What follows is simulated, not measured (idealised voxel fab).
The process module that follows is named voxel self aligned vias.
FYI the section here is cut, 145 nm wide, cells are 5 nm squares.
Bands, listed from the top down, are how a cross-section gets written in this document; the cross-section itself is a grid of square cells, and a band is one or more rows of them.
Top height, bottom height, nm. Materials left to right, width each, nm. Single material + "full width" = fills band edge to edge. "empty" = empty.
Measure heights from 0. That's the level where, below it, the as-received wafer is all one material. The lowest band is bottomless and extends downward; write it as in "0 and below".
With a width like "30 to 40", each row of cells in the band differs from the next by the same amount, the top row carrying the first number and the bottom row the second.
It should be understood that the words "nothing different", when stated for a given step, signify that the cross-section underwent no change in any of its cells during that step.
Heads up: "Enclosed cavity list" only lists the empty pockets with no open path to the top that are 8 cells or more, and it writes them as width x height at distance, distance from the left edge, in nm.
Where a step's line continues beyond its settings, the continuation is a remark by the simulator itself on that step.
overlay nm: mask offset rightward from planned place, masked step; negative means leftward offset.
## Process steps foreseen in the plan
- 1: RECEIVE: material Si
- 2: CONFORMAL_DEP: material SiO2, thk nm 15
- 3: CONFORMAL_DEP: material SiCN, thk nm 5
- 4: DIRECTIONAL_DEP: material lowk, thk nm 25
- 5: MASKED_ETCH: tone open, mask id LINES, width nm 25, pitch nm 65, etch materials lowk, depth nm 25, overlay nm 0
- 6: CONFORMAL_DEP: material TiN, thk nm 5
- 7: FILL_DEP: material Ru, thk nm 5
- 8: CMP: height nm 45
- 9: SELECTIVE_ETCH: etch materials W Ru TiN, depth nm 10
- 10: FILL_DEP: material SiN, thk nm 5
- 11: CMP: height nm 45
- 12: DIRECTIONAL_DEP: material lowk, thk nm 20
- 13: DIRECTIONAL_DEP: material aC, thk nm 15
- 14: PATTERN: tone open, mask id VIAS, material resist, width nm 45, thk nm 35, overlay nm 0
- 15: DIRECTIONAL_ETCH: etch materials aC, depth nm 15
- 16: STRIP: etch materials resist
- 17: DIRECTIONAL_ETCH: etch materials lowk, depth nm 20
- 18: DIRECTIONAL_ETCH: etch materials SiN, depth nm 10
- 19: STRIP: etch materials aC
- 20: CONFORMAL_DEP: material TiN, thk nm 5
- 21: FILL_DEP: material W, thk nm 10
- 22: CMP: height nm 65
- 23: CONFORMAL_DEP: material SiN, thk nm 5
## Step 1 complete: cross-section of the wafer as received
* 0 and below = Si full width
* Enclosed cavity list: none
## Here's the wafer cut in cross-section after the module, started and planned just like above, except one thing was done wrong in the run
* 85 down to 80 = SiN full width
* 80 down to 70 = W full width
* 70 down to 65 = 20 of TiN | 35 of W | 90 of TiN
* 65 down to 50 = 15 of lowk | 5 of TiN | 35 of W | 5 of TiN | 85 of lowk
* 50 down to 45 = 15 of lowk | 15 of TiN | 15 of W | 15 of TiN | 85 of lowk
* 45 down to 40 = 25 of lowk | 5 of TiN | 15 of W | 5 of TiN | 40 of lowk | 25 of SiN | 30 of lowk
* 40 down to 35 = 25 of lowk | 25 of TiN | 40 of lowk | 25 of SiN | 30 of lowk
* 35 down to 25 = 25 of lowk | 5 of TiN | 15 of Ru | 5 of TiN | 40 of lowk | 5 of TiN | 15 of Ru | 5 of TiN | 30 of lowk
* 25 down to 20 = 25 of lowk | 25 of TiN | 40 of lowk | 25 of TiN | 30 of lowk
* 20 down to 15 = SiCN full width
* 15 down to 0 = SiO2 full width
* 0 and below = Si full width
* Enclosed cavity list: none
Here's what went sideways: no execution of plan step 22; skipped
